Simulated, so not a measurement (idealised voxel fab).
You're looking at the process module voxel quadruple lines.
Xsec cut, 265 nm wide, square cell size 5 nm.
Cross-section spec: square-cell grid; bands listed top down; each band is one or more rows.
It is stipulated that each band's entry specify, in nanometres, the height of the top of the band and then that of its bottom, followed by the materials of the band in left-to-right sequence, each together with its width in nanometres. A single material marked by the word "full width" is understood to fill the band from edge to edge; the word "air" is understood to denote empty space.
All heights in this document are referenced to 0, defined as the level beneath which the wafer, as received, consists entirely of one material. The lowest band is not bounded below; it extends indefinitely downward and is written in the form "0..down".
Note: "30 to 40" means the width goes from the first number (top row of the band) to the second number (bottom row) in equal steps per row of cells.
Key: "no change" - step with no changed cell in the cross-section.
"Sealed cavities" enumerates empty spaces isolated from the top, with no open way to it, that contain at least 8 cells, giving each as width x height at distance from the left edge, all three in nm.
On each step's line, the part that comes after the settings is the simulator's own comment on the step.
When a step includes a mask, the "overlay nm" setting on its line states how far to the right of its planned place that mask lay, and negative values state how far to the left.
Pairs ahead. Before: cross-section ahead of one process step. After: cross-section once the step is done, shown to the lowest changed band only. Under each pair: that step, with settings. Caution: pairs may come from different runs of this module on the same starting wafer; a pair follows the pair above only where its "Pre-process cross-section" entry says so.
## Pre-process cross-section
- 30..15 | air (90) / polySi (10) / air (20) / polySi (10) / air (20) / polySi (10) / air (20) / polySi (10) / air (75)
- 15..5 | W full width
- 5..0 | Al2O3 full width
- 0..down | Si full width
- Sealed cavities: none
## Result of Step
- 35..30 | air (85) / SiN (20) / air (10) / SiN (20) / air (10) / SiN (20) / air (10) / SiN (20) / air (70)
- 30..20 | air (85) / SiN (5) / polySi (10) / SiN (5) / air (10) / SiN (5) / polySi (10) / SiN (5) / air (10) / SiN (5) / polySi (10) / SiN (5) / air (10) / SiN (5) / polySi (10) / SiN (5) / air (70)
- 20..15 | SiN (90) / polySi (10) / SiN (20) / polySi (10) / SiN (20) / polySi (10) / SiN (20) / polySi (10) / SiN (75)
- below 15: unchanged
- Sealed cavities: none
The step that takes the structure from the upper cross-section to the lower one is CONFORMAL_DEP (material SiN; thk nm 5)
Pre-process cross-section: identical to the post-step cross-section of the immediately preceding pair.
## Result of Step
- 30..15 | air (85) / SiN (5) / polySi (10) / SiN (5) / air (10) / SiN (5) / polySi (10) / SiN (5) / air (10) / SiN (5) / polySi (10) / SiN (5) / air (10) / SiN (5) / polySi (10) / SiN (5) / air (70)
- below 15: unchanged
- Sealed cavities: none
The step that takes the structure from the upper cross-section to the lower one is DIRECTIONAL_ETCH (etch materials SiN; depth nm 5)
Pre-process cross-section: identical to the post-step cross-section of the immediately preceding pair.
## Result of Step
- 30..15 | air (85) / SiN (5) / air (10) / SiN (5) / air (10) / SiN (5) / air (10) / SiN (5) / air (10) / SiN (5) / air (10) / SiN (5) / air (10) / SiN (5) / air (10) / SiN (5) / air (70)
- below 15: unchanged
- Sealed cavities: none
The step that takes the structure from the upper cross-section to the lower one is STRIP (etch materials polySi)
Pre-process cross-section: identical to the post-step cross-section of the immediately preceding pair.
## Result of Step
- 30..15 | air (85) / SiN (5) / air (10) / SiN (5) / air (10) / SiN (5) / air (10) / SiN (5) / air (10) / SiN (5) / air (10) / SiN (5) / air (10) / SiN (5) / air (10) / SiN (5) / air (70)
- 15..5 | air (85) / W (5) / air (10) / W (5) / air (10) / W (5) / air (10) / W (5) / air (10) / W (5) / air (10) / W (5) / air (10) / W (5) / air (10) / W (5) / air (70)
- below 5: unchanged
- Sealed cavities: none
The step that takes the structure from the upper cross-section to the lower one is DIRECTIONAL_ETCH (etch materials W; depth nm 10)
Pre-process cross-section: identical to the post-step cross-section of the immediately preceding pair.
## Result of Step
- 15..5 | air (85) / W (5) / air (10) / W (5) / air (10) / W (5) / air (10) / W (5) / air (10) / W (5) / air (10) / W (5) / air (10) / W (5) / air (10) / W (5) / air (70)
- below 5: unchanged
- Sealed cavities: none
The step that takes the structure from the upper cross-section to the lower one is STRIP (etch materials SiN)
Pre-process cross-section: identical to the post-step cross-section of the immediately preceding pair.
## Result of Step
- 25..15 | SiO2 full width
- 15..5 | SiO2 (85) / W (5) / SiO2 (10) / W (5) / SiO2 (10) / W (5) / SiO2 (10) / W (5) / SiO2 (10) / W (5) / SiO2 (10) / W (5) / SiO2 (10) / W (5) / SiO2 (10) / W (5) / SiO2 (70)
- below 5: unchanged
- Sealed cavities: none
The step that takes the structure from the upper cross-section to the lower one is FILL_DEP (material SiO2; thk nm 10)
Pre-process cross-section: identical to the post-step cross-section of the immediately preceding pair.
## Result of Step
- 15..5 | SiO2 (85) / W (5) / SiO2 (10) / W (5) / SiO2 (10) / W (5) / SiO2 (10) / W (5) / SiO2 (10) / W (5) / SiO2 (10) / W (5) / SiO2 (10) / W (5) / SiO2 (10) / W (5) / SiO2 (70)
- below 5: unchanged
- Sealed cavities: none
The step that takes the structure from the upper cross-section to the lower one is CMP (height nm 15)
## Pre-process cross-section
- 0..down | Si full width
- Sealed cavities: none
## Result of Step
- 5..0 | polySi full width
- below 0: unchanged
- Sealed cavities: none
The step that takes the structure from the upper cross-section to the lower one is CONFORMAL_DEP (material polySi; thk nm 5)
Pre-process cross-section: identical to the post-step cross-section of the immediately preceding pair.
## Result of Step
- 15..5 | W full width
- below 5: unchanged
- Sealed cavities: none
The step that takes the structure from the upper cross-section to the lower one is DIRECTIONAL_DEP (material W; thk nm 10)
Pre-process cross-section: identical to the post-step cross-section of the immediately preceding pair.
## Result of Step
- 30..15 | polySi full width
- below 15: unchanged
- Sealed cavities: none
The step that takes the structure from the upper cross-section to the lower one is DIRECTIONAL_DEP (material polySi; thk nm 15)
Pre-process cross-section: identical to the post-step cross-section of the immediately preceding pair.
## Result of Step
- 50..30 | aC full width
- below 30: unchanged
- Sealed cavities: none
The step that takes the structure from the upper cross-section to the lower one is DIRECTIONAL_DEP (material aC; thk nm 20)
Pre-process cross-section: identical to the post-step cross-section of the immediately preceding pair.
## Result of Step
- 75..50 | air (90) / resist (20) / air (40) / resist (20) / air (95)
- below 50: unchanged
- Sealed cavities: none
The step that takes the structure from the upper cross-section to the lower one is PATTERN (tone cover; mask id MANDREL; material resist; width nm 20; pitch nm 60; thk nm 25; overlay nm 0)
Pre-process cross-section: identical to the post-step cross-section of the immediately preceding pair.
## Result of Step
- 55..50 | air (90) / resist (20) / air (40) / resist (20) / air (95)
- 50..30 | air (90) / aC (20) / air (40) / aC (20) / air (95)
- below 30: unchanged
- Sealed cavities: none
The step that takes the structure from the upper cross-section to the lower one is DIRECTIONAL_ETCH (etch materials aC; depth nm 20)
Pre-process cross-section: identical to the post-step cross-section of the immediately preceding pair.
## Result of Step
- 50..30 | air (90) / aC (20) / air (40) / aC (20) / air (95)
- below 30: unchanged
- Sealed cavities: none
The step that takes the structure from the upper cross-section to the lower one is STRIP (etch materials resist)
Pre-process cross-section: identical to the post-step cross-section of the immediately preceding pair.
## Result of Step
- 60..50 | air (80) / SiO2 (40) / air (20) / SiO2 (40) / air (85)
- 50..40 | air (80) / SiO2 (10) / aC (20) / SiO2 (10) / air (20) / SiO2 (10) / aC (20) / SiO2 (10) / air (85)
- 40..30 | SiO2 (90) / aC (20) / SiO2 (40) / aC (20) / SiO2 (95)
- below 30: unchanged
- Sealed cavities: none
The step that takes the structure from the upper cross-section to the lower one is CONFORMAL_DEP (material SiO2; thk nm 10)
Pre-process cross-section: identical to the post-step cross-section of the immediately preceding pair.
## Result of Step
- 50..30 | air (80) / SiO2 (10) / aC (20) / SiO2 (10) / air (20) / SiO2 (10) / aC (20) / SiO2 (10) / air (85)
- below 30: unchanged
- Sealed cavities: none
The step that takes the structure from the upper cross-section to the lower one is DIRECTIONAL_ETCH (etch materials SiO2; depth nm 10)
Pre-process cross-section: identical to the post-step cross-section of the immediately preceding pair.
## Result of Step
- 50..30 | air (80) / SiO2 (10) / air (20) / SiO2 (10) / air (20) / SiO2 (10) / air (20) / SiO2 (10) / air (85)
- below 30: unchanged
- Sealed cavities: none
The step that takes the structure from the upper cross-section to the lower one is STRIP (etch materials aC)
Pre-process cross-section: identical to the post-step cross-section of the immediately preceding pair.
## Result of Step
- 50..30 | air (80) / SiO2 (10) / air (20) / SiO2 (10) / air (20) / SiO2 (10) / air (20) / SiO2 (10) / air (85)
- 30..15 | air (80) / polySi (10) / air (20) / polySi (10) / air (20) / polySi (10) / air (20) / polySi (10) / air (85)
- below 15: unchanged
- Sealed cavities: none
The step that takes the structure from the upper cross-section to the lower one is DIRECTIONAL_ETCH (etch materials polySi; depth nm 15)
Pre-process cross-section: identical to the post-step cross-section of the immediately preceding pair.
## Result of Step
- 30..15 | air (80) / polySi (10) / air (20) / polySi (10) / air (20) / polySi (10) / air (20) / polySi (10) / air (85)
- below 15: unchanged
- Sealed cavities: none
The step that takes the structure from the upper cross-section to the lower one is STRIP (etch materials SiO2)
Pre-process cross-section: identical to the post-step cross-section of the immediately preceding pair.
## Result of Step
- 35..30 | air (75) / SiN (20) / air (10) / SiN (20) / air (10) / SiN (20) / air (10) / SiN (20) / air (80)
- 30..20 | air (75) / SiN (5) / polySi (10) / SiN (5) / air (10) / SiN (5) / polySi (10) / SiN (5) / air (10) / SiN (5) / polySi (10) / SiN (5) / air (10) / SiN (5) / polySi (10) / SiN (5) / air (80)
- 20..15 | SiN (80) / polySi (10) / SiN (20) / polySi (10) / SiN (20) / polySi (10) / SiN (20) / polySi (10) / SiN (85)
- below 15: unchanged
- Sealed cavities: none
The step that takes the structure from the upper cross-section to the lower one is CONFORMAL_DEP (material SiN; thk nm 5)
Pre-process cross-section: identical to the post-step cross-section of the immediately preceding pair.
## Result of Step
- 30..15 | air (75) / SiN (5) / polySi (10) / SiN (5) / air (10) / SiN (5) / polySi (10) / SiN (5) / air (10) / SiN (5) / polySi (10) / SiN (5) / air (10) / SiN (5) / polySi (10) / SiN (5) / air (80)
- below 15: unchanged
- Sealed cavities: none
The step that takes the structure from the upper cross-section to the lower one is DIRECTIONAL_ETCH (etch materials SiN; depth nm 5)
Pre-process cross-section: identical to the post-step cross-section of the immediately preceding pair.
## Result of Step
- 30..15 | air (75) / SiN (5) / air (10) / SiN (5) / air (10) / SiN (5) / air (10) / SiN (5) / air (10) / SiN (5) / air (10) / SiN (5) / air (10) / SiN (5) / air (10) / SiN (5) / air (80)
- below 15: unchanged
- Sealed cavities: none
The step that takes the structure from the upper cross-section to the lower one is STRIP (etch materials polySi)
Pre-process cross-section: identical to the post-step cross-section of the immediately preceding pair.
## Result of Step
- 30..15 | air (75) / SiN (5) / air (10) / SiN (5) / air (10) / SiN (5) / air (10) / SiN (5) / air (10) / SiN (5) / air (10) / SiN (5) / air (10) / SiN (5) / air (10) / SiN (5) / air (80)
- 15..5 | air (75) / W (5) / air (10) / W (5) / air (10) / W (5) / air (10) / W (5) / air (10) / W (5) / air (10) / W (5) / air (10) / W (5) / air (10) / W (5) / air (80)
- below 5: unchanged
- Sealed cavities: none
The step that takes the structure from the upper cross-section to the lower one is DIRECTIONAL_ETCH (etch materials W; depth nm 10)
Pre-process cross-section: identical to the post-step cross-section of the immediately preceding pair.
## Result of Step
- 15..5 | air (75) / W (5) / air (10) / W (5) / air (10) / W (5) / air (10) / W (5) / air (10) / W (5) / air (10) / W (5) / air (10) / W (5) / air (10) / W (5) / air (80)
- below 5: unchanged
- Sealed cavities: none
The step that takes the structure from the upper cross-section to the lower one is STRIP (etch materials SiN)
Pre-process cross-section: identical to the post-step cross-section of the immediately preceding pair.
## Result of Step
- 25..15 | SiO2 full width
- 15..5 | SiO2 (75) / W (5) / SiO2 (10) / W (5) / SiO2 (10) / W (5) / SiO2 (10) / W (5) / SiO2 (10) / W (5) / SiO2 (10) / W (5) / SiO2 (10) / W (5) / SiO2 (10) / W (5) / SiO2 (80)
- below 5: unchanged
- Sealed cavities: none
The step that takes the structure from the upper cross-section to the lower one is FILL_DEP (material SiO2; thk nm 10)
Pre-process cross-section: identical to the post-step cross-section of the immediately preceding pair.
## Result of Step
- 15..5 | SiO2 (75) / W (5) / SiO2 (10) / W (5) / SiO2 (10) / W (5) / SiO2 (10) / W (5) / SiO2 (10) / W (5) / SiO2 (10) / W (5) / SiO2 (10) / W (5) / SiO2 (10) / W (5) / SiO2 (80)
- below 5: unchanged
- Sealed cavities: none
The step that takes the structure from the upper cross-section to the lower one is CMP (height nm 15)
## Pre-process cross-section
- 50..30 | aC full width
- 30..15 | polySi full width
- 15..5 | W full width
- 5..0 | Al2O3 full width
- 0..down | Si full width
- Sealed cavities: none
## Result of Step
- 75..50 | resist (90) / air (20) / resist (40) / air (20) / resist (95)
- below 50: unchanged
- Sealed cavities: none
The step that takes the structure from the upper cross-section to the lower one is PATTERN (tone open; mask id MANDREL; material resist; width nm 20; pitch nm 60; thk nm 25; overlay nm 0)
Pre-process cross-section: identical to the post-step cross-section of the immediately preceding pair.
## Result of Step
- 55..50 | resist (90) / air (20) / resist (40) / air (20) / resist (95)
- 50..30 | aC (90) / air (20) / aC (40) / air (20) / aC (95)
- below 30: unchanged
- Sealed cavities: none
The step that takes the structure from the upper cross-section to the lower one is DIRECTIONAL_ETCH (etch materials aC; depth nm 20)
Pre-process cross-section: identical to the post-step cross-section of the immediately preceding pair.
## Result of Step
- 50..30 | aC (90) / air (20) / aC (40) / air (20) / aC (95)
- below 30: unchanged
- Sealed cavities: none
The step that takes the structure from the upper cross-section to the lower one is STRIP (etch materials resist)
Pre-process cross-section: identical to the post-step cross-section of the immediately preceding pair.
## Result of Step
- 60..50 | SiO2 full width
- 50..30 | aC (90) / SiO2 (20) / aC (40) / SiO2 (20) / aC (95)
- below 30: unchanged
- Sealed cavities: none
The step that takes the structure from the upper cross-section to the lower one is CONFORMAL_DEP (material SiO2; thk nm 10)
Pre-process cross-section: identical to the post-step cross-section of the immediately preceding pair.
## Result of Step
- 50..30 | aC (90) / SiO2 (20) / aC (40) / SiO2 (20) / aC (95)
- below 30: unchanged
- Sealed cavities: none
The step that takes the structure from the upper cross-section to the lower one is DIRECTIONAL_ETCH (etch materials SiO2; depth nm 10)
Pre-process cross-section: identical to the post-step cross-section of the immediately preceding pair.
## Result of Step
- 50..30 | air (90) / SiO2 (20) / air (40) / SiO2 (20) / air (95)
- below 30: unchanged
- Sealed cavities: none
The step that takes the structure from the upper cross-section to the lower one is STRIP (etch materials aC)
Pre-process cross-section: identical to the post-step cross-section of the immediately preceding pair.
## Result of Step
- 50..30 | air (90) / SiO2 (20) / air (40) / SiO2 (20) / air (95)
- 30..15 | air (90) / polySi (20) / air (40) / polySi (20) / air (95)
- below 15: unchanged
- Sealed cavities: none
The step that takes the structure from the upper cross-section to the lower one is DIRECTIONAL_ETCH (etch materials polySi; depth nm 15)
Pre-process cross-section: identical to the post-step cross-section of the immediately preceding pair.
## Result of Step
- 30..15 | air (90) / polySi (20) / air (40) / polySi (20) / air (95)
- below 15: unchanged
- Sealed cavities: none
The step that takes the structure from the upper cross-section to the lower one is STRIP (etch materials SiO2)
Pre-process cross-section: identical to the post-step cross-section of the immediately preceding pair.
## Result of Step
- 35..30 | air (85) / SiN (30) / air (30) / SiN (30) / air (90)
- 30..20 | air (85) / SiN (5) / polySi (20) / SiN (5) / air (30) / SiN (5) / polySi (20) / SiN (5) / air (90)
- 20..15 | SiN (90) / polySi (20) / SiN (40) / polySi (20) / SiN (95)
- below 15: unchanged
- Sealed cavities: none
The step that takes the structure from the upper cross-section to the lower one is CONFORMAL_DEP (material SiN; thk nm 5)
Pre-process cross-section: identical to the post-step cross-section of the immediately preceding pair.
## Result of Step
- 30..15 | air (85) / SiN (5) / polySi (20) / SiN (5) / air (30) / SiN (5) / polySi (20) / SiN (5) / air (90)
- below 15: unchanged
- Sealed cavities: none
The step that takes the structure from the upper cross-section to the lower one is DIRECTIONAL_ETCH (etch materials SiN; depth nm 5)
Pre-process cross-section: identical to the post-step cross-section of the immediately preceding pair.
## Result of Step
- 30..15 | air (85) / SiN (5) / air (20) / SiN (5) / air (30) / SiN (5) / air (20) / SiN (5) / air (90)
- below 15: unchanged
- Sealed cavities: none
The step that takes the structure from the upper cross-section to the lower one is STRIP (etch materials polySi)
Pre-process cross-section: identical to the post-step cross-section of the immediately preceding pair.
## Result of Step
- 30..15 | air (85) / SiN (5) / air (20) / SiN (5) / air (30) / SiN (5) / air (20) / SiN (5) / air (90)
- 15..5 | air (85) / W (5) / air (20) / W (5) / air (30) / W (5) / air (20) / W (5) / air (90)
- below 5: unchanged
- Sealed cavities: none
The step that takes the structure from the upper cross-section to the lower one is DIRECTIONAL_ETCH (etch materials W; depth nm 10)
Pre-process cross-section: identical to the post-step cross-section of the immediately preceding pair.
## Result of Step
- 15..5 | air (85) / W (5) / air (20) / W (5) / air (30) / W (5) / air (20) / W (5) / air (90)
- below 5: unchanged
- Sealed cavities: none
The step that takes the structure from the upper cross-section to the lower one is STRIP (etch materials SiN)
Pre-process cross-section: identical to the post-step cross-section of the immediately preceding pair.
## Result of Step
- 25..15 | SiO2 full width
- 15..5 | SiO2 (85) / W (5) / SiO2 (20) / W (5) / SiO2 (30) / W (5) / SiO2 (20) / W (5) / SiO2 (90)
- below 5: unchanged
- Sealed cavities: none
The step that takes the structure from the upper cross-section to the lower one is FILL_DEP (material SiO2; thk nm 10)
Pre-process cross-section: identical to the post-step cross-section of the immediately preceding pair.
## Result of Step
- 15..5 | SiO2 (85) / W (5) / SiO2 (20) / W (5) / SiO2 (30) / W (5) / SiO2 (20) / W (5) / SiO2 (90)
- below 5: unchanged
- Sealed cavities: none
The step that takes the structure from the upper cross-section to the lower one is CMP (height nm 15)
